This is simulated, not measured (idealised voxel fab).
The following process module bears the name voxel gate over fins.
Shown is cross-section cut, with a width of 195 nm and square cells of size 5 nm.
Heads up, the way a cross-section reads in here is a grid of square cells, handed over as bands from the top down, with every band being one or more rows of cells.
What a band's entry tells you: where the top is and where the bottom is, as heights in nm, and after that what lies inside, material by material from left to right, each with its width in nm. Empty space is written as the word "air", and a single material marked with the word "throughout" occupies the band from edge to edge.
Height datum 0, below which the as-received substrate wafer is one material. Lowest band open at the bottom, running downward: "z 0 and below".
A width given as "30->40" starts at the first number in the band's top row and ends at the second number in its bottom row, shifting by an equal amount at every step from row to row.
The cross-section has no changed cell in any step marked "nothing different".
For the entry "Unvented internal voids", the listed items are empty spaces with no open way to the top whose size is 8 cells or more; each item follows the pattern width x height at distance, where distance is from the left edge and all three are in nm.
after a step's settings: what the simulator itself notes on the step
Steps that use a mask can have "overlay nm" on their line. It says how far the mask sat to the right of where it was meant to be. Negative means to the left.
### Intended process steps
1: RECEIVE [material Si]
2: CONFORMAL_DEP [material SiN] [thk nm 10]
3: PATTERN [tone cover] [mask id FINS] [material resist] [width nm 15] [pitch nm 40] [thk nm 15] [overlay nm 0]
4: DIRECTIONAL_ETCH [etch materials SiN] [depth nm 10]
5: DIRECTIONAL_ETCH [etch materials Si] [depth nm 30]
6: STRIP [etch materials resist]
7: OXIDIZE [depth nm 5]
8: FILL_DEP [material SiO2] [thk nm 5]
9: CMP [height nm 10]
10: SELECTIVE_ETCH [etch materials SiO2] [depth nm 25]
11: STRIP [etch materials SiN]
12: CONFORMAL_DEP [material HfO2] [thk nm 5]
13: CONFORMAL_DEP [material TiN] [thk nm 5]
14: CONFORMAL_DEP [material TiAl] [thk nm 5]
15: CONFORMAL_DEP [material TiN] [thk nm 5]
16: FILL_DEP [material W] [thk nm 15]
17: CMP [height nm 30]
18: CONFORMAL_DEP [material SiCN] [thk nm 5]
### The cross-section here shows the wafer as received, i.e. in its state after step 1
	z 0 and below | Si throughout
	Unvented internal voids: none
### first wafer at the end, as planned
	z 35 to 30 | SiCN throughout
	z 30 to 20 | W throughout
	z 20 to 15 | 55 nm W  85 nm TiN  55 nm W
	z 15 to 10 | 55 nm W  5 nm TiN  35 nm TiAl  5 nm TiN  35 nm TiAl  5 nm TiN  55 nm W
	z 10 to 5 | 55 nm W  5 nm TiN  5 nm TiAl  25 nm TiN  5 nm TiAl  5 nm TiN  5 nm TiAl  25 nm TiN  5 nm TiAl  5 nm TiN  55 nm W
	z 5 to 0 | 60 nm TiN  5 nm TiAl  5 nm TiN  15 nm HfO2  5 nm TiN  5 nm TiAl  5 nm TiN  5 nm TiAl  5 nm TiN  15 nm HfO2  5 nm TiN  5 nm TiAl  60 nm TiN
	z 0 to -5 | 65 nm TiAl  5 nm TiN  5 nm HfO2  5 nm Si  5 nm HfO2  5 nm TiN  15 nm TiAl  5 nm TiN  5 nm HfO2  5 nm Si  5 nm HfO2  5 nm TiN  65 nm TiAl
	z -5 to -10 | 70 nm TiN  5 nm HfO2  5 nm Si  5 nm HfO2  25 nm TiN  5 nm HfO2  5 nm Si  5 nm HfO2  70 nm TiN
	z -10 to -15 | 75 nm HfO2  5 nm Si  35 nm HfO2  5 nm Si  75 nm HfO2
	z -15 to -35 | 75 nm SiO2  5 nm Si  35 nm SiO2  5 nm Si  75 nm SiO2
	z -35 and below | Si throughout
	Unvented internal voids: none
### Second wafer through the module, sectioned at the end: same beginning and same plan as the first wafer, with one mistake in carrying it out
	z 35 to 30 | SiCN throughout
	z 30 to 20 | W throughout
	z 20 to 15 | 55 nm W  85 nm TiAl  55 nm W
	z 15 to 5 | 55 nm W  5 nm TiAl  35 nm TiN  5 nm TiAl  35 nm TiN  5 nm TiAl  55 nm W
	z 5 to 0 | 60 nm TiAl  10 nm TiN  15 nm HfO2  10 nm TiN  5 nm TiAl  10 nm TiN  15 nm HfO2  10 nm TiN  60 nm TiAl
	z 0 to -10 | 70 nm TiN  5 nm HfO2  5 nm Si  5 nm HfO2  25 nm TiN  5 nm HfO2  5 nm Si  5 nm HfO2  70 nm TiN
	z -10 to -15 | 75 nm HfO2  5 nm Si  35 nm HfO2  5 nm Si  75 nm HfO2
	z -15 to -35 | 75 nm SiO2  5 nm Si  35 nm SiO2  5 nm Si  75 nm SiO2
	z -35 and below | Si throughout
	Unvented internal voids: none
Finding, execution versus plan: it was found that steps 14 and 15 of the process plan had been performed in exchanged positions
Upon completion, the second wafer contains, in terms of cells, a greater or smaller amount of certain materials than the first wafer: TiAl: 3 fewer, TiN: 3 more
